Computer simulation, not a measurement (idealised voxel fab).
The following process module bears the name voxel air gaps.
Section cut is 245 nm wide and gridded with 5 nm square cells.
Think of the cross-section as a grid of square cells. We describe it in bands, top to bottom, and each band covers one or more rows of those cells. In this notation a band is specified by the heights of its top and bottom, in that order and in nm, after which its materials appear from left to right, each paired with its width in nm. The word "all across" attached to a single material means that material fills the band from edge to edge; the word "empty" stands for empty space. Heads up on the height convention: 0 is the point under which the incoming wafer is all one material, and the lowest band has no bottom, it just keeps going down, like "0 -> down". Graded width ("30..40"): value in top row of band = first number; value in bottom row = second number; row-to-row change constant. Where the words "no alteration" appear for a step, the cross-section shows no cell changed by that step; every cell remained as before. "Enclosed void list" enumerates empty spaces isolated from the top, with no open way to it, that contain at least 8 cells, giving each as width x height at distance from the left edge, all three in nm. after a step's settings: what the simulator itself notes on the step. If you see "overlay nm" on a step's line and that step has a mask, it's telling you how far right of where it was planned the mask ended up; a negative number means it went left instead.

### Intended process steps
1 RECEIVE (material Si)
2 CONFORMAL_DEP (material SiO2; thk nm 15)
3 CONFORMAL_DEP (material SiCN; thk nm 5)
4 DIRECTIONAL_DEP (material lowk; thk nm 35)
5 PATTERN (tone open; mask id LINES; material resist; width nm 25; pitch nm 55; thk nm 20; overlay nm 0)
6 DIRECTIONAL_ETCH (etch materials lowk; depth nm 35)
7 STRIP (etch materials resist)
8 CONFORMAL_DEP (material TiN; thk nm 5)
9 FILL_DEP (material W; thk nm 5)
10 CMP (height nm 55)
11 EPI (material Ru; thk nm 10)
12 SELECTIVE_ETCH (etch materials lowk; depth nm 45)
13 CONFORMAL_DEP (material SiCN; thk nm 5)

### Cross-section of the wafer upon arrival, representing the state reached after step 1
> 0 -> down: Si all across
> Enclosed void list: none

### Cross-sectional image of the first of two wafers at the end of the module, the run having proceeded as planned
> 70 -> 65: empty 40 | SiCN 165 | empty 40
> 65 -> 55: empty 40 | SiCN 5 | Ru 45 | SiCN 10 | Ru 45 | SiCN 10 | Ru 45 | SiCN 5 | empty 40
> 55 -> 50: empty 40 | SiCN 15 | TiN 5 | W 15 | TiN 5 | SiCN 30 | TiN 5 | W 15 | TiN 5 | SiCN 30 | TiN 5 | W 15 | TiN 5 | SiCN 15 | empty 40
> 50 -> 25: empty 50 | SiCN 5 | TiN 5 | W 15 | TiN 5 | SiCN 5 | empty 20 | SiCN 5 | TiN 5 | W 15 | TiN 5 | SiCN 5 | empty 20 | SiCN 5 | TiN 5 | W 15 | TiN 5 | SiCN 5 | empty 50
> 25 -> 20: SiCN 55 | TiN 25 | SiCN 30 | TiN 25 | SiCN 30 | TiN 25 | SiCN 55
> 20 -> 15: SiCN all across
> 15 -> 0: SiO2 all across
> 0 -> down: Si all across
> Enclosed void list: 20 x 25 at 85; 20 x 25 at 140

### second wafer at the end: like start, like plan, one mistake
> 70 -> 65: empty 40 | SiCN 165 | empty 40
> 65 -> 55: empty 40 | SiCN 5 | Ru 45 | SiCN 10 | Ru 45 | SiCN 10 | Ru 45 | SiCN 5 | empty 40
> 55 -> 25: empty 40 | SiCN 5 | Ru 10 | TiN 5 | W 15 | TiN 5 | Ru 10 | SiCN 10 | Ru 10 | TiN 5 | W 15 | TiN 5 | Ru 10 | SiCN 10 | Ru 10 | TiN 5 | W 15 | TiN 5 | Ru 10 | SiCN 5 | empty 40
> 25 -> 20: SiCN 45 | Ru 10 | TiN 25 | Ru 10 | SiCN 10 | Ru 10 | TiN 25 | Ru 10 | SiCN 10 | Ru 10 | TiN 25 | Ru 10 | SiCN 45
> 20 -> 15: SiCN all across
> 15 -> 0: SiO2 all across
> 0 -> down: Si all across
> Enclosed void list: none
Heads up, the wafer didn't run the way we planned it: step 12 occupied the plan position of step 11, and the converse holds as well
The final cell counts differ between the wafers, with the second having more or fewer of some materials than the first: 84 more of Ru; 24 fewer of SiCN
At the end, the first wafer has 2 closed voids and the second wafer has 0.
